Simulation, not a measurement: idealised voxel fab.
Process module under the name voxel self aligned contacts
Shown is cross-section cut, with a width of 270 nm and square cells of size 5 nm.
In what follows, cross-sections appear as grids of square cells, described through bands that run from the top down, where every band is one or more rows of cells. A band entry consists of two parts. The first gives the height of the band's top and the height of its bottom, in nm. The rest lists the band's materials from left to right, each with its width in nm. A single material labelled with the word "edge to edge" fills the band from edge to edge, and the word "empty" marks empty space. Convention: height 0 is the level below which the wafer, as received, is all one material. The lowest band does not terminate at the bottom but continues downward, represented as "top 0, no bottom". When a width is written as two numbers, as in "30..40", the first number is the width in the top row of cells of the band and the second is the width in its bottom row, and the width changes by the same amount from each row to the next. "nothing altered" (step): cross-section cells unchanged, all of them. Empty spaces counting at least 8 cells and having no open way to the top are listed in "Voids, fully enclosed". The notation width x height at distance is used for each, the distance being from the left edge and all three values in nm. Anything after a step's settings on that line? It's the simulator's own note about the step. When a step includes a mask, the "overlay nm" setting on its line states how far to the right of its planned place that mask lay, and negative values state how far to the left.
Planned step list for the process:
- 1: RECEIVE | material Si
- 2: OXIDIZE | depth nm 5
- 3: DIRECTIONAL_DEP | material polySi | thk nm 30
- 4: DIRECTIONAL_DEP | material SiN | thk nm 20
- 5: DIRECTIONAL_DEP | material aC | thk nm 10
- 6: PATTERN | tone cover | mask id GATE | material resist | width nm 35 | pitch nm 70 | thk nm 25 | overlay nm 0
- 7: DIRECTIONAL_ETCH | etch materials aC | depth nm 10
- 8: STRIP | etch materials resist
- 9: DIRECTIONAL_ETCH | etch materials SiN | depth nm 20
- 10: DIRECTIONAL_ETCH | etch materials polySi | depth nm 30
- 11: STRIP | etch materials aC
- 12: CONFORMAL_DEP | material SiN | thk nm 10
- 13: DIRECTIONAL_ETCH | etch materials SiN | depth nm 10
- 14: FILL_DEP | material SiO2 | thk nm 15
- 15: CMP | height nm 60
- 16: PATTERN | tone open | mask id CONTACT | material resist | width nm 45 | pitch nm 70 | thk nm 15 | overlay nm 0
- 17: DIRECTIONAL_ETCH | etch materials SiO2 | depth nm 65
- 18: STRIP | etch materials resist
- 19: CONFORMAL_DEP | material TiN | thk nm 5
- 20: FILL_DEP | material Ru | thk nm 5
- 21: CMP | height nm 60
- 22: CONFORMAL_DEP | material SiN | thk nm 5
Wafer as received: cross-section following step 1:
    top 0, no bottom | Si edge to edge
    Voids, fully enclosed: none
What the wafer looks like in cross-section after this module, when it starts as shown above and follows the plan above but one mistake is made in running it:
    top 65, bottom 60 | SiN edge to edge
    top 60, bottom 55 | Ru 70, then TiN 5, then SiO2 45, then TiN 5, then Ru 15, then TiN 5, then SiO2 45, then TiN 5, then Ru 75
    top 55, bottom 50 | Ru 30, then TiN 45, then SiO2 45, then TiN 25, then SiO2 45, then TiN 45, then Ru 35
    top 50, bottom 30 | Ru 30, then TiN 5, then SiN 55, then SiO2 15, then SiN 55, then SiO2 15, then SiN 55, then TiN 5, then Ru 35
    top 30, bottom 0 | Ru 30, then TiN 5, then SiN 10, then polySi 35, then SiN 10, then SiO2 15, then SiN 10, then polySi 35, then SiN 10, then SiO2 15, then SiN 10, then polySi 35, then SiN 10, then TiN 5, then Ru 35
    top 0, bottom -5 | TiN 35, then SiO2 195, then TiN 40
    top -5, no bottom | Si edge to edge
    Voids, fully enclosed: none
Nonconformance to the process plan: contrary to plan, step 16 was performed as PATTERN | tone cover | mask id CONTACT | material resist | width nm 45 | pitch nm 70 | thk nm 15 | overlay nm 0
